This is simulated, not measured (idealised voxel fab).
Module name: voxel trench capacitor (process module)
We display cut, a cross-section 155 nm in width whose square cells are each 5 nm.
This document writes a cross-section as a grid whose cells are square, and gives it as bands, listed from the top down; one or more rows of cells form a band. Look at the band entry: it leads with the top's height and the bottom's height in nm. Then it lists the materials left to right, with a width in nm for each. The word "all across" on a single material says that material fills the band edge to edge. The word "air" is empty space. Height is counted from the level 0, under which the received wafer is composed throughout of one material. The lowest of the bands is not closed at the bottom but continues downward, in the notation "0 -> down". A two-number width, for instance "30->40", indicates that the width is equal to the first number in the top row of the band and to the second number in the bottom row, and that it changes by a constant amount per row of cells. Key: "stayed the same" - step with no changed cell in the cross-section. What "Closed internal voids" gives you is every empty space of 8 cells or more that is cut off from the top. Each appears as width x height at distance, with the distance taken from the left edge and width, height and distance all in nm. It should be noted that, on the line of a given step, the content following the step's settings is a remark produced by the simulator itself with respect to that step. Among the settings permitted on a step's line is "overlay nm"; applied to a step with a mask, it specifies the extent to which the mask lay to the right of its planned position, whereas a negative figure signifies a position to the left.

Process steps (planned):
- 1: RECEIVE, material Si
- 2: CONFORMAL_DEP, material SiN, thk nm 10
- 3: DIRECTIONAL_DEP, material aC, thk nm 15
- 4: PATTERN, tone open, mask id TRENCH, material resist, width nm 15, pitch nm 40, thk nm 35, overlay nm 0
- 5: DIRECTIONAL_ETCH, etch materials aC, depth nm 15
- 6: STRIP, etch materials resist
- 7: DIRECTIONAL_ETCH, etch materials SiN, depth nm 10
- 8: DIRECTIONAL_ETCH, etch materials Si, depth nm 30
- 9: STRIP, etch materials aC
- 10: CONFORMAL_DEP, material SiO2, thk nm 5
- 11: FILL_DEP, material polySi, thk nm 10
- 12: CMP, height nm 10

As-received state of the wafer in cross-section, equivalent to post-step 1:
    0 -> down | Si all across
    Closed internal voids: none

a wafer at the end: this start, this plan, one mistake:
    10 -> 0 | SiN (30), SiO2 (5), polySi (5), SiO2 (5), SiN (25), SiO2 (5), polySi (5), SiO2 (5), SiN (25), SiO2 (5), polySi (5), SiO2 (5), SiN (30)
    0 -> -55 | Si (30), SiO2 (5), polySi (5), SiO2 (5), Si (25), SiO2 (5), polySi (5), SiO2 (5), Si (25), SiO2 (5), polySi (5), SiO2 (5), Si (30)
    -55 -> -60 | Si (30), SiO2 (15), Si (25), SiO2 (15), Si (25), SiO2 (15), Si (30)
    -60 -> down | Si all across
    Closed internal voids: none
What was the processing mistake? step 8 of the plan saw execution twice
